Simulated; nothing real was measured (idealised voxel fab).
process module | voxel air gaps
cross-section cut | 265 nm wide | cells 5 nm
A cross-section is a grid of square cells, given in bands from the top down. A band is one or more rows of cells.
Each band's line starts with the height of the band's top and of its bottom, in nm. Then come its materials from left to right, each with its width in nm. One material with "throughout" fills the band from edge to edge. "air" is empty space.
Height 0 is the level under which the wafer as received is all one material. The lowest band goes on downwards, as in "0 down".
A width such as "30 to 40" changes by the same amount from each row of cells to the next, from the band's top row to its bottom row.
"no change" after a step means that no cell of the cross-section changed.
closed voids: empty space of 8 cells or more with no open way to the top, each as width x height at its distance from the left edge, in nm
after a step's settings: what the simulator itself notes on the step
overlay nm, on a step with a mask: how far to the right of its planned place the mask lay; to the left if negative
plan
1 op RECEIVE | material Si
2 op CONFORMAL_DEP | material SiO2 | thk nm 15
3 op CONFORMAL_DEP | material SiN | thk nm 5
4 op DIRECTIONAL_DEP | material SiO2 | thk nm 40
5 op DIRECTIONAL_DEP | material aC | thk nm 15
6 op PATTERN | tone open | mask id LINES | material resist | width nm 25 | pitch nm 55 | thk nm 35 | overlay nm 0
7 op DIRECTIONAL_ETCH | etch materials aC | depth nm 15
8 op STRIP | etch materials resist
9 op DIRECTIONAL_ETCH | etch materials SiO2 | depth nm 40
10 op STRIP | etch materials aC
11 op CONFORMAL_DEP | material TiN | thk nm 5
12 op FILL_DEP | material W | thk nm 10
13 op CMP | height nm 60
14 op EPI | material Ru | thk nm 10
15 op SELECTIVE_ETCH | etch materials SiO2 | depth nm 50
16 op CONFORMAL_DEP | material SiCN | thk nm 5
first wafer, as planned
as received, after step 1
  0 down: Si throughout
  closed voids: none
after step 2
  15 to 0: SiO2 throughout
  below 0: unchanged
after step 3
  20 to 15: SiN throughout
  below 15: unchanged
after step 4
  60 to 20: SiO2 throughout
  below 20: unchanged
after step 5
  75 to 60: aC throughout
  below 60: unchanged
after step 6
  110 to 75: resist 35 | air 25 | resist 30 | air 25 | resist 30 | air 25 | resist 30 | air 25 | resist 40
  below 75: unchanged
after step 7
  95 to 75: resist 35 | air 25 | resist 30 | air 25 | resist 30 | air 25 | resist 30 | air 25 | resist 40
  75 to 60: aC 35 | air 25 | aC 30 | air 25 | aC 30 | air 25 | aC 30 | air 25 | aC 40
  below 60: unchanged
after step 8
  75 to 60: aC 35 | air 25 | aC 30 | air 25 | aC 30 | air 25 | aC 30 | air 25 | aC 40
  below 60: unchanged
after step 9
  75 to 60: aC 35 | air 25 | aC 30 | air 25 | aC 30 | air 25 | aC 30 | air 25 | aC 40
  60 to 20: SiO2 35 | air 25 | SiO2 30 | air 25 | SiO2 30 | air 25 | SiO2 30 | air 25 | SiO2 40
  below 20: unchanged
after step 10
  60 to 20: SiO2 35 | air 25 | SiO2 30 | air 25 | SiO2 30 | air 25 | SiO2 30 | air 25 | SiO2 40
  below 20: unchanged
after step 11
  65 to 60: TiN 40 | air 15 | TiN 40 | air 15 | TiN 40 | air 15 | TiN 40 | air 15 | TiN 45
  60 to 25: SiO2 35 | TiN 5 | air 15 | TiN 5 | SiO2 30 | TiN 5 | air 15 | TiN 5 | SiO2 30 | TiN 5 | air 15 | TiN 5 | SiO2 30 | TiN 5 | air 15 | TiN 5 | SiO2 40
  25 to 20: SiO2 35 | TiN 25 | SiO2 30 | TiN 25 | SiO2 30 | TiN 25 | SiO2 30 | TiN 25 | SiO2 40
  below 20: unchanged
after step 12
  75 to 65: W throughout
  65 to 60: TiN 40 | W 15 | TiN 40 | W 15 | TiN 40 | W 15 | TiN 40 | W 15 | TiN 45
  60 to 25: SiO2 35 | TiN 5 | W 15 | TiN 5 | SiO2 30 | TiN 5 | W 15 | TiN 5 | SiO2 30 | TiN 5 | W 15 | TiN 5 | SiO2 30 | TiN 5 | W 15 | TiN 5 | SiO2 40
  below 25: unchanged
after step 13
  60 to 25: SiO2 35 | TiN 5 | W 15 | TiN 5 | SiO2 30 | TiN 5 | W 15 | TiN 5 | SiO2 30 | TiN 5 | W 15 | TiN 5 | SiO2 30 | TiN 5 | W 15 | TiN 5 | SiO2 40
  below 25: unchanged
after step 14
  70 to 60: air 25 | Ru 45 | air 10 | Ru 45 | air 10 | Ru 45 | air 10 | Ru 45 | air 30
  below 60: unchanged
after step 15
  70 to 60: air 25 | Ru 45 | air 10 | Ru 45 | air 10 | Ru 45 | air 10 | Ru 45 | air 30
  60 to 25: air 35 | TiN 5 | W 15 | TiN 5 | air 30 | TiN 5 | W 15 | TiN 5 | air 30 | TiN 5 | W 15 | TiN 5 | air 30 | TiN 5 | W 15 | TiN 5 | air 40
  25 to 20: air 35 | TiN 25 | air 30 | TiN 25 | air 30 | TiN 25 | air 30 | TiN 25 | air 40
  below 20: unchanged
after step 16
  75 to 70: air 20 | SiCN 220 | air 25
  70 to 60: air 20 | SiCN 5 | Ru 45 | SiCN 10 | Ru 45 | SiCN 10 | Ru 45 | SiCN 10 | Ru 45 | SiCN 5 | air 25
  60 to 55: air 20 | SiCN 15 | TiN 5 | W 15 | TiN 5 | SiCN 30 | TiN 5 | W 15 | TiN 5 | SiCN 30 | TiN 5 | W 15 | TiN 5 | SiCN 30 | TiN 5 | W 15 | TiN 5 | SiCN 15 | air 25
  55 to 25: air 30 | SiCN 5 | TiN 5 | W 15 | TiN 5 | SiCN 5 | air 20 | SiCN 5 | TiN 5 | W 15 | TiN 5 | SiCN 5 | air 20 | SiCN 5 | TiN 5 | W 15 | TiN 5 | SiCN 5 | air 20 | SiCN 5 | TiN 5 | W 15 | TiN 5 | SiCN 5 | air 35
  25 to 20: SiCN 35 | TiN 25 | SiCN 30 | TiN 25 | SiCN 30 | TiN 25 | SiCN 30 | TiN 25 | SiCN 40
  below 20: unchanged
  closed voids: 20 x 30 at 65; 20 x 30 at 120; 20 x 30 at 175
second wafer: like start, like plan, one mistake. Through step 13 it matches the first wafer
when step 14 should have ended
  80 to 60: air 15 | Ru 230 | air 20
  below 60: unchanged
when step 15 should have ended
  80 to 60: air 15 | Ru 230 | air 20
  60 to 25: air 35 | TiN 5 | W 15 | TiN 5 | SiO2 30 | TiN 5 | W 15 | TiN 5 | SiO2 30 | TiN 5 | W 15 | TiN 5 | SiO2 30 | TiN 5 | W 15 | TiN 5 | air 40
  25 to 20: air 35 | TiN 25 | SiO2 30 | TiN 25 | SiO2 30 | TiN 25 | SiO2 30 | TiN 25 | air 40
  below 20: unchanged
when step 16 should have ended
  85 to 80: air 10 | SiCN 240 | air 15
  80 to 60: air 10 | SiCN 5 | Ru 230 | SiCN 5 | air 15
  60 to 55: air 10 | SiCN 25 | TiN 5 | W 15 | TiN 5 | SiO2 30 | TiN 5 | W 15 | TiN 5 | SiO2 30 | TiN 5 | W 15 | TiN 5 | SiO2 30 | TiN 5 | W 15 | TiN 5 | SiCN 25 | air 15
  55 to 25: air 30 | SiCN 5 | TiN 5 | W 15 | TiN 5 | SiO2 30 | TiN 5 | W 15 | TiN 5 | SiO2 30 | TiN 5 | W 15 | TiN 5 | SiO2 30 | TiN 5 | W 15 | TiN 5 | SiCN 5 | air 35
  25 to 20: SiCN 35 | TiN 25 | SiO2 30 | TiN 25 | SiO2 30 | TiN 25 | SiO2 30 | TiN 25 | SiCN 40
  below 20: unchanged
what went wrong: step 14 was run twice
at the end the second wafer has, in cells: 112 more of Ru | 72 fewer of SiCN | 144 more of SiO2
closed voids at the end (first wafer, second wafer): 3, 0
